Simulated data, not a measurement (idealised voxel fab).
process module | voxel lift off
cross-section cut | 250 nm wide | cells 5 nm
A cross-section is a grid of square cells, given in bands from the top down. A band is one or more rows of cells.
Each band's line starts with the height of the band's top and of its bottom, in nm. Then come its materials from left to right, each with its width in nm. One material with "throughout" fills the band from edge to edge. "air" is empty space.
Height 0 is the level under which the wafer as received is all one material. The lowest band goes on downwards, as in "0 down".
A width such as "30 to 40" changes by the same amount from each row of cells to the next, from the band's top row to its bottom row.
"no change" after a step means that no cell of the cross-section changed.
closed voids: empty space of 8 cells or more with no open way to the top, each as width x height at its distance from the left edge, in nm
after a step's settings: what the simulator itself notes on the step
overlay nm, on a step with a mask: how far to the right of its planned place the mask lay; to the left if negative
plan
1 op RECEIVE | material Si
2 op CONFORMAL_DEP | material SiN | thk nm 15
3 op PATTERN | tone open | mask id LINES | material resist | width nm 20 | pitch nm 50 | thk nm 20 | overlay nm 0
4 op DIRECTIONAL_DEP | material Ru | thk nm 10
5 op STRIP | etch materials resist
6 op CONFORMAL_DEP | material SiCN | thk nm 5
first wafer, as planned
as received, after step 1
  0 down: Si throughout
  closed voids: none
after step 2
  15 to 0: SiN throughout
  below 0: unchanged
after step 3
  35 to 15: resist 90 | air 20 | resist 30 | air 20 | resist 90
  below 15: unchanged
after step 4
  45 to 35: Ru 90 | air 20 | Ru 30 | air 20 | Ru 90
  35 to 25: resist 90 | air 20 | resist 30 | air 20 | resist 90
  25 to 15: resist 90 | Ru 20 | resist 30 | Ru 20 | resist 90
  below 15: unchanged
after step 5
  25 to 15: air 90 | Ru 20 | air 30 | Ru 20 | air 90
  below 15: unchanged
after step 6
  30 to 25: air 85 | SiCN 30 | air 20 | SiCN 30 | air 85
  25 to 20: air 85 | SiCN 5 | Ru 20 | SiCN 5 | air 20 | SiCN 5 | Ru 20 | SiCN 5 | air 85
  20 to 15: SiCN 90 | Ru 20 | SiCN 30 | Ru 20 | SiCN 90
  below 15: unchanged
second wafer: like start, like plan, one mistake. Through step 1 it matches the first wafer
when step 2 should have ended
  30 to 0: SiN throughout
  below 0: unchanged
when step 3 should have ended
  50 to 30: resist 90 | air 20 | resist 30 | air 20 | resist 90
  below 30: unchanged
when step 4 should have ended
  60 to 50: Ru 90 | air 20 | Ru 30 | air 20 | Ru 90
  50 to 40: resist 90 | air 20 | resist 30 | air 20 | resist 90
  40 to 30: resist 90 | Ru 20 | resist 30 | Ru 20 | resist 90
  below 30: unchanged
when step 5 should have ended
  40 to 30: air 90 | Ru 20 | air 30 | Ru 20 | air 90
  below 30: unchanged
when step 6 should have ended
  45 to 40: air 85 | SiCN 30 | air 20 | SiCN 30 | air 85
  40 to 35: air 85 | SiCN 5 | Ru 20 | SiCN 5 | air 20 | SiCN 5 | Ru 20 | SiCN 5 | air 85
  35 to 30: SiCN 90 | Ru 20 | SiCN 30 | Ru 20 | SiCN 90
  below 30: unchanged
what went wrong: step 2 was run twice
at the end the second wafer has, in cells: 150 more of SiN
